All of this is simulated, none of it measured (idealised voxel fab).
The process module that follows is named voxel self aligned vias.
cross-section cut | 220 nm wide | cells 5 nm
In this document a cross-section is written as a grid of square cells. It is given as a series of bands, listed from the top down, and a band is one or more rows of cells.
Look at the band entry: it leads with the top's height and the bottom's height in nm. Then it lists the materials left to right, with a width in nm for each. The word "throughout" on a single material says that material fills the band edge to edge. The word "blank" is empty space.
Below 0: as-received wafer, all one material; heights counted from there. Lowest band: no bottom, goes on down, written "top 0, no bottom".
So if you see something like "30->40" for the width, read it as the top row of the band sitting at the first number and the bottom row at the second, with every row in between moving by the same amount as the last.
Take "nothing altered" at face value: in the step it is given for, the cross-section changed in none of its cells.
The entry "Sealed internal voids" lists the empty spaces that cover at least 8 cells and have no open path to the top. Each is written as width x height at distance, where the distance is measured from the left edge and all three values are in nm.
Anything after a step's settings on that line? It's the simulator's own note about the step.
overlay nm: where the mask lay relative to plan, measured to the right, on steps with a mask; negatives go left.
[So here's the lineup of process steps we planned]
1: RECEIVE (material Si)
2: CONFORMAL_DEP (material SiO2; thk nm 15)
3: CONFORMAL_DEP (material SiCN; thk nm 5)
4: DIRECTIONAL_DEP (material lowk; thk nm 30)
5: MASKED_ETCH (tone open; mask id LINES; width nm 25; pitch nm 50; etch materials lowk; depth nm 30; overlay nm 0)
6: CONFORMAL_DEP (material TiN; thk nm 5)
7: FILL_DEP (material W; thk nm 5)
8: CMP (height nm 50)
9: SELECTIVE_ETCH (etch materials W Ru TiN; depth nm 5)
10: FILL_DEP (material SiN; thk nm 10)
11: CMP (height nm 50)
12: DIRECTIONAL_DEP (material lowk; thk nm 20)
13: PATTERN (tone open; mask id VIAS; material resist; width nm 35; pitch nm 50; thk nm 15; overlay nm 0)
14: DIRECTIONAL_ETCH (etch materials lowk; depth nm 20)
15: DIRECTIONAL_ETCH (etch materials SiN; depth nm 5)
16: STRIP (etch materials resist)
17: CONFORMAL_DEP (material TiN; thk nm 5)
18: FILL_DEP (material Cu; thk nm 5)
19: CMP (height nm 70)
20: CONFORMAL_DEP (material SiN; thk nm 5)
[Cross-section, incoming material, after step 1]
  top 0, no bottom  Si throughout
  Sealed internal voids: none
[a wafer at the end: this start, this plan, one mistake]
  top 75, bottom 70  SiN throughout
  top 70, bottom 55  lowk: 45, TiN: 5, Cu: 20, TiN: 5, lowk: 20, TiN: 5, Cu: 20, TiN: 5, lowk: 20, TiN: 5, Cu: 20, TiN: 5, lowk: 45
  top 55, bottom 50  lowk: 45, TiN: 5, Cu: 15, TiN: 10, lowk: 20, TiN: 5, Cu: 15, TiN: 10, lowk: 20, TiN: 5, Cu: 15, TiN: 10, lowk: 45
  top 50, bottom 45  lowk: 45, TiN: 25, lowk: 25, TiN: 25, lowk: 25, TiN: 25, lowk: 50
  top 45, bottom 25  lowk: 45, TiN: 5, W: 15, TiN: 5, lowk: 25, TiN: 5, W: 15, TiN: 5, lowk: 25, TiN: 5, W: 15, TiN: 5, lowk: 50
  top 25, bottom 20  lowk: 45, TiN: 25, lowk: 25, TiN: 25, lowk: 25, TiN: 25, lowk: 50
  top 20, bottom 15  SiCN throughout
  top 15, bottom 0  SiO2 throughout
  top 0, no bottom  Si throughout
  Sealed internal voids: none
What went wrong in running the wafer? heads up, step 13 didn't go per plan, it actually ran as PATTERN (tone open; mask id VIAS; material resist; width nm 30; pitch nm 50; thk nm 15; overlay nm 0)
